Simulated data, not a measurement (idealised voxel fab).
Herein follows the process module entitled voxel transistor to metal.
Displayed cross-section: cut, width of 160 nm, square cells sized 5 nm.
When this document writes out a cross-section, it uses a grid of square cells and lists it as bands, beginning at the top and moving down, with a band standing for one or more rows of cells.
Band: top height; bottom height; in nm. Then, left to right: material with width in nm, for each material. "everywhere": a single material spanning edge to edge. "blank": empty space.
Height 0 is the level under which the wafer as received is all one material. The lowest band goes on downwards, as in "z 0 and below".
A width such as "30..40" changes by the same amount from each row of cells to the next, from the band's top row to its bottom row.
"no change occurred", as given for a step, is the statement that not any cell of the cross-section underwent a change during that step.
Entry "Sealed internal cavities". Content: empty spaces with no open connection to the top, size 8 cells or greater. Each: width x height at distance. Distance: from left edge. Unit: nm.
after a step's settings: what the simulator itself notes on the step
The optional step-line setting "overlay nm" applies to steps with a mask and quantifies how far to the right of its planned location the mask lay, a negative value indicating leftward placement.

So here's the lineup of process steps we planned
1: RECEIVE, material Si
2: CONFORMAL_DEP, material SiO2, thk nm 5
3: CONFORMAL_DEP, material SiN, thk nm 10
4: PATTERN, tone cover, mask id ACTIVE, material resist, width nm 100, thk nm 20, overlay nm 0
5: DIRECTIONAL_ETCH, etch materials SiN, depth nm 10
6: DIRECTIONAL_ETCH, etch materials SiO2, depth nm 5
7: DIRECTIONAL_ETCH, etch materials Si, depth nm 30
8: STRIP, etch materials resist
9: OXIDIZE, depth nm 5
10: FILL_DEP, material SiO2, thk nm 15
11: CMP, height nm 15
12: SELECTIVE_ETCH, etch materials SiO2, depth nm 5
13: STRIP, etch materials SiN
14: SELECTIVE_ETCH, etch materials SiO2, depth nm 5
15: OXIDIZE, depth nm 5
16: DIRECTIONAL_DEP, material polySi, thk nm 25
17: DIRECTIONAL_DEP, material SiCN, thk nm 15
18: DIRECTIONAL_DEP, material aC, thk nm 15
19: PATTERN, tone cover, mask id GATE, material resist, width nm 30, thk nm 30, overlay nm 0
20: DIRECTIONAL_ETCH, etch materials aC, depth nm 15
21: STRIP, etch materials resist
22: DIRECTIONAL_ETCH, etch materials SiCN, depth nm 25
23: DIRECTIONAL_ETCH, etch materials polySi, depth nm 35
24: STRIP, etch materials aC
25: CONFORMAL_DEP, material SiN, thk nm 5
26: DIRECTIONAL_ETCH, etch materials SiN, depth nm 5
27: DIRECTIONAL_ETCH, etch materials SiO2, depth nm 5
28: DIRECTIONAL_ETCH, etch materials Si, depth nm 15
29: EPI, material pSi, thk nm 15
30: FILL_DEP, material SiO2, thk nm 10
31: CMP, height nm 25
32: STRIP, etch materials polySi
33: SELECTIVE_ETCH, etch materials SiO2, depth nm 5
34: CONFORMAL_DEP, material HfO2, thk nm 5
35: CONFORMAL_DEP, material TiN, thk nm 5
36: FILL_DEP, material W, thk nm 5
37: CMP, height nm 20
38: DIRECTIONAL_DEP, material SiO2, thk nm 10
39: MASKED_ETCH, tone open, mask id CONTACT, width nm 15, pitch nm 75, etch materials SiO2, depth nm 35, overlay nm 0
40: CONFORMAL_DEP, material TiN, thk nm 5
41: FILL_DEP, material Ru, thk nm 5
42: CMP, height nm 30
43: CONFORMAL_DEP, material SiN, thk nm 5
44: DIRECTIONAL_DEP, material SiO2, thk nm 25
45: PATTERN, tone open, mask id METAL_1, material resist, width nm 15, pitch nm 75, thk nm 20, overlay nm 0
46: DIRECTIONAL_ETCH, etch materials SiO2, depth nm 25
47: DIRECTIONAL_ETCH, etch materials SiN, depth nm 5
48: STRIP, etch materials resist
49: CONFORMAL_DEP, material TiN, thk nm 5
50: FILL_DEP, material Cu, thk nm 10
51: CMP, height nm 60
52: EPI, material Ru, thk nm 5
53: FILL_DEP, material SiCN, thk nm 5

As-received wafer cross-section (after step 1)
  z 0 and below | Si everywhere
  Sealed internal cavities: none

Cross-sectional view of the first of the two wafers upon completion of the module, processed in accordance with the plan
  z 70 to 65 | SiCN everywhere
  z 65 to 60 | SiCN 30 | Ru 25 | SiCN 50 | Ru 25 | SiCN 30
  z 60 to 35 | SiO2 35 | TiN 5 | Cu 5 | TiN 5 | SiO2 60 | TiN 5 | Cu 5 | TiN 5 | SiO2 35
  z 35 to 30 | SiN 35 | TiN 15 | SiN 60 | TiN 15 | SiN 35
  z 30 to 20 | SiO2 35 | TiN 5 | Ru 5 | TiN 5 | SiO2 60 | TiN 5 | Ru 5 | TiN 5 | SiO2 35
  z 20 to 15 | SiO2 35 | TiN 5 | Ru 5 | TiN 5 | SiO2 10 | SiN 5 | HfO2 5 | TiN 5 | W 10 | TiN 5 | HfO2 5 | SiN 5 | SiO2 10 | TiN 5 | Ru 5 | TiN 5 | SiO2 35
  z 15 to 10 | SiO2 35 | TiN 15 | SiO2 10 | SiN 5 | HfO2 5 | TiN 5 | W 10 | TiN 5 | HfO2 5 | SiN 5 | SiO2 10 | TiN 15 | SiO2 35
  z 10 to 5 | SiO2 35 | TiN 10 | pSi 15 | SiN 5 | HfO2 5 | TiN 5 | W 10 | TiN 5 | HfO2 5 | SiN 5 | pSi 15 | TiN 10 | SiO2 35
  z 5 to 0 | SiO2 25 | SiN 5 | SiO2 5 | TiN 10 | pSi 15 | SiN 5 | HfO2 5 | TiN 20 | HfO2 5 | SiN 5 | pSi 15 | TiN 10 | SiO2 5 | SiN 5 | SiO2 25
  z 0 to -5 | SiO2 35 | TiN 10 | pSi 15 | HfO2 40 | pSi 15 | TiN 10 | SiO2 35
  z -5 to -20 | SiO2 35 | pSi 25 | Si 40 | pSi 25 | SiO2 35
  z -20 to -35 | SiO2 35 | Si 90 | SiO2 35
  z -35 and below | Si everywhere
  Sealed internal cavities: none

Module end: cross-section of wafer two of two. Same start and process plan as the first wafer. One mistake during execution
  z 70 to 65 | SiCN everywhere
  z 65 to 60 | SiCN 30 | Ru 25 | SiCN 50 | Ru 25 | SiCN 30
  z 60 to 35 | SiO2 35 | TiN 5 | Cu 5 | TiN 5 | SiO2 60 | TiN 5 | Cu 5 | TiN 5 | SiO2 35
  z 35 to 30 | SiN 35 | TiN 15 | SiN 60 | TiN 15 | SiN 35
  z 30 to 20 | SiO2 35 | TiN 5 | Ru 5 | TiN 5 | SiO2 60 | TiN 5 | Ru 5 | TiN 5 | SiO2 35
  z 20 to 15 | SiO2 35 | TiN 5 | Ru 5 | TiN 5 | SiO2 10 | SiN 5 | HfO2 5 | TiN 5 | W 10 | TiN 5 | HfO2 5 | SiN 5 | SiO2 10 | TiN 5 | Ru 5 | TiN 5 | SiO2 35
  z 15 to 10 | SiO2 35 | TiN 15 | SiO2 10 | SiN 5 | HfO2 5 | TiN 5 | W 10 | TiN 5 | HfO2 5 | SiN 5 | SiO2 10 | TiN 15 | SiO2 35
  z 10 to 5 | SiO2 35 | TiN 10 | pSi 15 | SiN 5 | HfO2 5 | TiN 5 | W 10 | TiN 5 | HfO2 5 | SiN 5 | pSi 15 | TiN 10 | SiO2 35
  z 5 to 0 | SiO2 35 | SiN 5 | TiN 5 | pSi 15 | SiN 5 | HfO2 5 | TiN 20 | HfO2 5 | SiN 5 | pSi 15 | TiN 10 | SiO2 15 | SiN 5 | SiO2 15
  z 0 to -5 | SiO2 40 | TiN 5 | pSi 15 | HfO2 40 | pSi 15 | TiN 10 | SiO2 35
  z -5 to -20 | SiO2 45 | pSi 15 | Si 40 | pSi 35 | SiO2 25
  z -20 to -35 | SiO2 45 | Si 90 | SiO2 25
  z -35 and below | Si everywhere
  Sealed internal cavities: none
What went wrong in running the wafer? step 4 was processed under conditions differing from the plan, specifically as PATTERN, tone cover, mask id ACTIVE, material resist, width nm 100, thk nm 20, overlay nm 10
Heads up, by the end the second wafer has more or fewer cells of some materials compared to the first: 2 more of SiO2; 2 fewer of TiN
